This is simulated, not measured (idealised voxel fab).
Process module name: voxel self aligned contacts
The width of the displayed cross-section, cut, is 265 nm; its cells are square, with a size of 5 nm.
The cross-sections in this document take the form of a grid made of square cells. They are written out as bands, in order from top to bottom. Each band consists of one or more rows of cells. Per band: top height and bottom height in nm, followed by the left-to-right materials and their widths in nm; "throughout" marks a single material spanning edge to edge, "empty" marks empty space. Height reference: 0 = level under which incoming wafer is all one material. Lowest band: no bottom, runs on downward, e.g. "z 0 and below". The two numbers in a width such as "30..40" mark its ends across the band: the first belongs to the top row of cells, the second to the bottom row, and from each row to the next the width moves by the same amount. You'll sometimes find "nothing got changed" written for a step, and that's the way of saying that nowhere in the cross-section did a cell change during that step. "Completely enclosed voids" means: voids of 8 cells or more that are shut off from the top with no open way through. Written width x height at distance, distance from the left edge, in nm. Where a step's line continues beyond its settings, the continuation is a remark by the simulator itself on that step. "overlay nm", when on a step's line for a step with a mask, measures how far to the right of its planned place the mask lay; a negative measure means to the left.
**Set out below are the planned steps of the process**
1) RECEIVE with material Si
2) OXIDIZE with depth nm 5
3) DIRECTIONAL_DEP with material polySi, thk nm 30
4) DIRECTIONAL_DEP with material SiN, thk nm 20
5) DIRECTIONAL_DEP with material aC, thk nm 15
6) PATTERN with tone cover, mask id GATE, material resist, width nm 35, pitch nm 70, thk nm 30, overlay nm 0
7) DIRECTIONAL_ETCH with etch materials aC, depth nm 15
8) STRIP with etch materials resist
9) DIRECTIONAL_ETCH with etch materials SiN, depth nm 20
10) DIRECTIONAL_ETCH with etch materials polySi, depth nm 30
11) STRIP with etch materials aC
12) CONFORMAL_DEP with material SiN, thk nm 5
13) DIRECTIONAL_ETCH with etch materials SiN, depth nm 5
14) FILL_DEP with material SiO2, thk nm 10
15) CMP with height nm 55
16) PATTERN with tone open, mask id CONTACT, material resist, width nm 55, thk nm 15, overlay nm 0
17) DIRECTIONAL_ETCH with etch materials SiO2, depth nm 60
18) STRIP with etch materials resist
19) CONFORMAL_DEP with material TiN, thk nm 5
20) FILL_DEP with material Ru, thk nm 10
21) CMP with height nm 55
22) CONFORMAL_DEP with material SiN, thk nm 5
**Wafer cross-section on receipt, i.e. after step 1**
	z 0 and below: Si throughout
	Completely enclosed voids: none
**The module was run from the start shown above using the plan shown above, but one mistake was made doing it; the resulting wafer cross-section is below**
	z 60 to 55: SiN throughout
	z 55 to 50: 105 nm SiO2; 20 nm TiN; 15 nm Ru; 20 nm TiN; 105 nm SiO2
	z 50 to 25: 75 nm SiO2; 5 nm SiN; 35 nm polySi; 5 nm SiN; 5 nm TiN; 15 nm Ru; 5 nm TiN; 5 nm SiN; 35 nm polySi; 5 nm SiN; 75 nm SiO2
	z 25 to 20: 75 nm SiO2; 5 nm SiN; 35 nm polySi; 5 nm SiN; 25 nm TiN; 5 nm SiN; 35 nm polySi; 5 nm SiN; 75 nm SiO2
	z 20 to 0: SiN throughout
	z 0 to -5: SiO2 throughout
	z -5 and below: Si throughout
	Completely enclosed voids: none
What broke from the plan during processing? transposition of steps 3 and 4 relative to the planned sequence
